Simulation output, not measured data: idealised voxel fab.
The following is a process module called voxel wiring stack.
Shown is cross-section cut, with a width of 200 nm and square cells of size 5 nm.
Just so we're on the same page, the cross-sections are grids of square cells, and they're listed out in bands top to bottom, each band one or more rows deep. Basically the band line says how high the top is and how high the bottom is, in nm, and then what's in it from left to right, every material with its width in nm. Empty space shows up as "air", and if a single material carries "everywhere" it runs the full band edge to edge. Below 0: as-received wafer, all one material; heights counted from there. Lowest band: no bottom, goes on down, written "0 and below". Note: "30 to 40" means the width goes from the first number (top row of the band) to the second number (bottom row) in equal steps per row of cells. No cell of the cross-section changed in a step that is given as "no change". Heads up: "Trapped void list" only lists the empty pockets with no open path to the top that are 8 cells or more, and it writes them as width x height at distance, distance from the left edge, in nm. Heads up: the bit after the settings on a step's line is the simulator's remark on that step. overlay nm: for a step with a mask, the amount by which the mask lay right of where it was planned; a negative amount means left of it.
Process steps foreseen in the plan
1) RECEIVE,material Si
2) CONFORMAL_DEP,material SiO2,thk nm 15
3) DIRECTIONAL_DEP,material TiN,thk nm 5
4) DIRECTIONAL_DEP,material Ru,thk nm 15
5) MASKED_ETCH,tone cover,mask id METAL_1,width nm 25,pitch nm 50,etch materials Ru,depth nm 15,overlay nm 0
6) MASKED_ETCH,tone cover,mask id METAL_1,width nm 25,pitch nm 50,etch materials TiN,depth nm 5,overlay nm 0
7) CONFORMAL_DEP,material SiCN,thk nm 5
8) FILL_DEP,material SiO2,thk nm 5
9) CMP,height nm 35
10) CONFORMAL_DEP,material SiCN,thk nm 5
11) DIRECTIONAL_DEP,material SiO2,thk nm 20
12) DIRECTIONAL_DEP,material aC,thk nm 10
13) PATTERN,tone open,mask id PLUG_1,material resist,width nm 15,pitch nm 50,thk nm 25,overlay nm 0
14) DIRECTIONAL_ETCH,etch materials aC,depth nm 10
15) STRIP,etch materials resist
16) DIRECTIONAL_ETCH,etch materials SiO2,depth nm 20
17) DIRECTIONAL_ETCH,etch materials SiCN,depth nm 5
18) STRIP,etch materials aC
19) EPI,material Ru,thk nm 10
20) EPI,material Ru,thk nm 10
21) EPI,material Ru,thk nm 5
22) DIRECTIONAL_DEP,material TiN,thk nm 5
23) DIRECTIONAL_DEP,material Ru,thk nm 20
24) MASKED_ETCH,tone cover,mask id METAL_2,width nm 25,pitch nm 50,etch materials Ru,depth nm 20,overlay nm 0
25) MASKED_ETCH,tone cover,mask id METAL_2,width nm 25,pitch nm 50,etch materials TiN,depth nm 5,overlay nm 0
26) CONFORMAL_DEP,material SiN,thk nm 5
27) FILL_DEP,material SiO2,thk nm 10
28) CMP,height nm 85
29) CONFORMAL_DEP,material SiCN,thk nm 5
30) DIRECTIONAL_DEP,material lowk,thk nm 15
31) PATTERN,tone open,mask id PLUG_2,material resist,width nm 15,thk nm 15,overlay nm 0
32) DIRECTIONAL_ETCH,etch materials lowk,depth nm 15
33) DIRECTIONAL_ETCH,etch materials SiCN,depth nm 5
34) STRIP,etch materials resist
35) CONFORMAL_DEP,material TiN,thk nm 5
36) FILL_DEP,material Cu,thk nm 10
37) CMP,height nm 105
38) DIRECTIONAL_DEP,material TiN,thk nm 5
39) DIRECTIONAL_DEP,material Ru,thk nm 15
40) MASKED_ETCH,tone cover,mask id METAL_3,width nm 25,pitch nm 50,etch materials Ru,depth nm 15,overlay nm 0
41) MASKED_ETCH,tone cover,mask id METAL_3,width nm 25,pitch nm 50,etch materials TiN,depth nm 5,overlay nm 0
42) CONFORMAL_DEP,material SiCN,thk nm 5
43) FILL_DEP,material lowk,thk nm 10
44) CMP,height nm 125
45) CONFORMAL_DEP,material SiCN,thk nm 5
The first of the two wafers, which ran as planned
Wafer at receipt (post step 1), cross-section
0 and below = Si everywhere
Trapped void list: none
Cross-section: wafer state after step 2
15 down to 0 = SiO2 everywhere
Below 0, no change.
Cross-section: wafer state after step 3
20 down to 15 = TiN everywhere
Below 15, no change.
Cross-section: wafer state after step 4
35 down to 20 = Ru everywhere
Below 20, no change.
Cross-section: wafer state after step 5
35 down to 20 = air 60 nm; Ru 25 nm; air 25 nm; Ru 25 nm; air 65 nm
Below 20, no change.
Cross-section: wafer state after step 6
35 down to 20 = air 60 nm; Ru 25 nm; air 25 nm; Ru 25 nm; air 65 nm
20 down to 15 = air 60 nm; TiN 25 nm; air 25 nm; TiN 25 nm; air 65 nm
Below 15, no change.
Cross-section: wafer state after step 7
40 down to 35 = air 55 nm; SiCN 35 nm; air 15 nm; SiCN 35 nm; air 60 nm
35 down to 20 = air 55 nm; SiCN 5 nm; Ru 25 nm; SiCN 5 nm; air 15 nm; SiCN 5 nm; Ru 25 nm; SiCN 5 nm; air 60 nm
20 down to 15 = SiCN 60 nm; TiN 25 nm; SiCN 25 nm; TiN 25 nm; SiCN 65 nm
Below 15, no change.
Cross-section: wafer state after step 8
45 down to 40 = SiO2 everywhere
40 down to 35 = SiO2 55 nm; SiCN 35 nm; SiO2 15 nm; SiCN 35 nm; SiO2 60 nm
35 down to 20 = SiO2 55 nm; SiCN 5 nm; Ru 25 nm; SiCN 5 nm; SiO2 15 nm; SiCN 5 nm; Ru 25 nm; SiCN 5 nm; SiO2 60 nm
Below 20, no change.
Cross-section: wafer state after step 9
35 down to 20 = SiO2 55 nm; SiCN 5 nm; Ru 25 nm; SiCN 5 nm; SiO2 15 nm; SiCN 5 nm; Ru 25 nm; SiCN 5 nm; SiO2 60 nm
Below 20, no change.
Cross-section: wafer state after step 10
40 down to 35 = SiCN everywhere
Below 35, no change.
Cross-section: wafer state after step 11
60 down to 40 = SiO2 everywhere
Below 40, no change.
Cross-section: wafer state after step 12
70 down to 60 = aC everywhere
Below 60, no change.
Cross-section: wafer state after step 13
95 down to 70 = resist 60 nm; air 15 nm; resist 35 nm; air 15 nm; resist 75 nm
Below 70, no change.
Cross-section: wafer state after step 14
85 down to 70 = resist 60 nm; air 15 nm; resist 35 nm; air 15 nm; resist 75 nm
70 down to 60 = aC 60 nm; air 15 nm; aC 35 nm; air 15 nm; aC 75 nm
Below 60, no change.
Cross-section: wafer state after step 15
70 down to 60 = aC 60 nm; air 15 nm; aC 35 nm; air 15 nm; aC 75 nm
Below 60, no change.
Cross-section: wafer state after step 16
70 down to 60 = aC 60 nm; air 15 nm; aC 35 nm; air 15 nm; aC 75 nm
60 down to 40 = SiO2 60 nm; air 15 nm; SiO2 35 nm; air 15 nm; SiO2 75 nm
Below 40, no change.
Cross-section: wafer state after step 17
70 down to 60 = aC 60 nm; air 15 nm; aC 35 nm; air 15 nm; aC 75 nm
60 down to 40 = SiO2 60 nm; air 15 nm; SiO2 35 nm; air 15 nm; SiO2 75 nm
40 down to 35 = SiCN 60 nm; air 15 nm; SiCN 35 nm; air 15 nm; SiCN 75 nm
Below 35, no change.
Cross-section: wafer state after step 18
60 down to 40 = SiO2 60 nm; air 15 nm; SiO2 35 nm; air 15 nm; SiO2 75 nm
Below 40, no change.
Cross-section: wafer state after step 19
60 down to 45 = SiO2 60 nm; air 15 nm; SiO2 35 nm; air 15 nm; SiO2 75 nm
45 down to 40 = SiO2 60 nm; Ru 15 nm; SiO2 35 nm; Ru 15 nm; SiO2 75 nm
40 down to 35 = SiCN 60 nm; Ru 15 nm; SiCN 35 nm; Ru 15 nm; SiCN 75 nm
Below 35, no change.
Cross-section: wafer state after step 20
60 down to 55 = SiO2 60 nm; air 15 nm; SiO2 35 nm; air 15 nm; SiO2 75 nm
55 down to 40 = SiO2 60 nm; Ru 15 nm; SiO2 35 nm; Ru 15 nm; SiO2 75 nm
Below 40, no change.
Cross-section: wafer state after step 21
60 down to 40 = SiO2 60 nm; Ru 15 nm; SiO2 35 nm; Ru 15 nm; SiO2 75 nm
Below 40, no change.
Cross-section: wafer state after step 22
65 down to 60 = TiN everywhere
Below 60, no change.
Cross-section: wafer state after step 23
85 down to 65 = Ru everywhere
Below 65, no change.
Cross-section: wafer state after step 24
85 down to 65 = air 60 nm; Ru 25 nm; air 25 nm; Ru 25 nm; air 65 nm
Below 65, no change.
Cross-section: wafer state after step 25
85 down to 65 = air 60 nm; Ru 25 nm; air 25 nm; Ru 25 nm; air 65 nm
65 down to 60 = air 60 nm; TiN 25 nm; air 25 nm; TiN 25 nm; air 65 nm
Below 60, no change.
Cross-section: wafer state after step 26
90 down to 85 = air 55 nm; SiN 35 nm; air 15 nm; SiN 35 nm; air 60 nm
85 down to 65 = air 55 nm; SiN 5 nm; Ru 25 nm; SiN 5 nm; air 15 nm; SiN 5 nm; Ru 25 nm; SiN 5 nm; air 60 nm
65 down to 60 = SiN 60 nm; TiN 25 nm; SiN 25 nm; TiN 25 nm; SiN 65 nm
Below 60, no change.
Cross-section: wafer state after step 27
100 down to 90 = SiO2 everywhere
90 down to 85 = SiO2 55 nm; SiN 35 nm; SiO2 15 nm; SiN 35 nm; SiO2 60 nm
85 down to 65 = SiO2 55 nm; SiN 5 nm; Ru 25 nm; SiN 5 nm; SiO2 15 nm; SiN 5 nm; Ru 25 nm; SiN 5 nm; SiO2 60 nm
Below 65, no change.
Cross-section: wafer state after step 28
85 down to 65 = SiO2 55 nm; SiN 5 nm; Ru 25 nm; SiN 5 nm; SiO2 15 nm; SiN 5 nm; Ru 25 nm; SiN 5 nm; SiO2 60 nm
Below 65, no change.
Cross-section: wafer state after step 29
90 down to 85 = SiCN everywhere
Below 85, no change.
Cross-section: wafer state after step 30
105 down to 90 = lowk everywhere
Below 90, no change.
Cross-section: wafer state after step 31
120 down to 105 = resist 60 nm; air 15 nm; resist 125 nm
Below 105, no change.
Cross-section: wafer state after step 32
120 down to 105 = resist 60 nm; air 15 nm; resist 125 nm
105 down to 90 = lowk 60 nm; air 15 nm; lowk 125 nm
Below 90, no change.
Cross-section: wafer state after step 33
120 down to 105 = resist 60 nm; air 15 nm; resist 125 nm
105 down to 90 = lowk 60 nm; air 15 nm; lowk 125 nm
90 down to 85 = SiCN 60 nm; air 15 nm; SiCN 125 nm
Below 85, no change.
Cross-section: wafer state after step 34
105 down to 90 = lowk 60 nm; air 15 nm; lowk 125 nm
Below 90, no change.
Cross-section: wafer state after step 35
110 down to 105 = TiN 65 nm; air 5 nm; TiN 130 nm
105 down to 90 = lowk 60 nm; TiN 5 nm; air 5 nm; TiN 5 nm; lowk 125 nm
90 down to 85 = SiCN 60 nm; TiN 15 nm; SiCN 125 nm
Below 85, no change.
Cross-section: wafer state after step 36
120 down to 110 = Cu everywhere
110 down to 105 = TiN 65 nm; Cu 5 nm; TiN 130 nm
105 down to 90 = lowk 60 nm; TiN 5 nm; Cu 5 nm; TiN 5 nm; lowk 125 nm
Below 90, no change.
Cross-section: wafer state after step 37
105 down to 90 = lowk 60 nm; TiN 5 nm; Cu 5 nm; TiN 5 nm; lowk 125 nm
Below 90, no change.
Cross-section: wafer state after step 38
110 down to 105 = TiN everywhere
Below 105, no change.
Cross-section: wafer state after step 39
125 down to 110 = Ru everywhere
Below 110, no change.
Cross-section: wafer state after step 40
125 down to 110 = air 60 nm; Ru 25 nm; air 25 nm; Ru 25 nm; air 65 nm
Below 110, no change.
Cross-section: wafer state after step 41
125 down to 110 = air 60 nm; Ru 25 nm; air 25 nm; Ru 25 nm; air 65 nm
110 down to 105 = air 60 nm; TiN 25 nm; air 25 nm; TiN 25 nm; air 65 nm
Below 105, no change.
Cross-section: wafer state after step 42
130 down to 125 = air 55 nm; SiCN 35 nm; air 15 nm; SiCN 35 nm; air 60 nm
125 down to 110 = air 55 nm; SiCN 5 nm; Ru 25 nm; SiCN 5 nm; air 15 nm; SiCN 5 nm; Ru 25 nm; SiCN 5 nm; air 60 nm
110 down to 105 = SiCN 60 nm; TiN 25 nm; SiCN 25 nm; TiN 25 nm; SiCN 65 nm
Below 105, no change.
Cross-section: wafer state after step 43
140 down to 130 = lowk everywhere
130 down to 125 = lowk 55 nm; SiCN 35 nm; lowk 15 nm; SiCN 35 nm; lowk 60 nm
125 down to 110 = lowk 55 nm; SiCN 5 nm; Ru 25 nm; SiCN 5 nm; lowk 15 nm; SiCN 5 nm; Ru 25 nm; SiCN 5 nm; lowk 60 nm
Below 110, no change.
Cross-section: wafer state after step 44
125 down to 110 = lowk 55 nm; SiCN 5 nm; Ru 25 nm; SiCN 5 nm; lowk 15 nm; SiCN 5 nm; Ru 25 nm; SiCN 5 nm; lowk 60 nm
Below 110, no change.
Cross-section: wafer state after step 45
130 down to 125 = SiCN everywhere
Below 125, no change.
Second wafer, same starting state and plan as the first, one mistake in the run, identical through step 37
Second wafer profile in section, at the moment step 38 of the plan was meant to be complete
110 down to 105 = aC everywhere
Below 105, no change.
Second wafer profile in section, at the moment step 39 of the plan was meant to be complete
125 down to 110 = Ru everywhere
Below 110, no change.
Second wafer profile in section, at the moment step 40 of the plan was meant to be complete
125 down to 110 = air 60 nm; Ru 25 nm; air 25 nm; Ru 25 nm; air 65 nm
Below 110, no change.
Second wafer profile in section, at the moment step 41 of the plan was meant to be complete: no change
Second wafer profile in section, at the moment step 42 of the plan was meant to be complete
130 down to 125 = air 55 nm; SiCN 35 nm; air 15 nm; SiCN 35 nm; air 60 nm
125 down to 115 = air 55 nm; SiCN 5 nm; Ru 25 nm; SiCN 5 nm; air 15 nm; SiCN 5 nm; Ru 25 nm; SiCN 5 nm; air 60 nm
115 down to 110 = SiCN 60 nm; Ru 25 nm; SiCN 25 nm; Ru 25 nm; SiCN 65 nm
Below 110, no change.
Second wafer profile in section, at the moment step 43 of the plan was meant to be complete
140 down to 130 = lowk everywhere
130 down to 125 = lowk 55 nm; SiCN 35 nm; lowk 15 nm; SiCN 35 nm; lowk 60 nm
125 down to 115 = lowk 55 nm; SiCN 5 nm; Ru 25 nm; SiCN 5 nm; lowk 15 nm; SiCN 5 nm; Ru 25 nm; SiCN 5 nm; lowk 60 nm
Below 115, no change.
Second wafer profile in section, at the moment step 44 of the plan was meant to be complete
125 down to 115 = lowk 55 nm; SiCN 5 nm; Ru 25 nm; SiCN 5 nm; lowk 15 nm; SiCN 5 nm; Ru 25 nm; SiCN 5 nm; lowk 60 nm
Below 115, no change.
Second wafer profile in section, at the moment step 45 of the plan was meant to be complete
130 down to 125 = SiCN everywhere
Below 125, no change.
Run error: contrary to plan, step 38 was performed as DIRECTIONAL_DEP,material aC,thk nm 5
It is noted that, at the conclusion of processing, the second wafer exhibits a higher or lower cell count for certain materials relative to the first: SiCN -4; TiN -10; aC +40; lowk -26
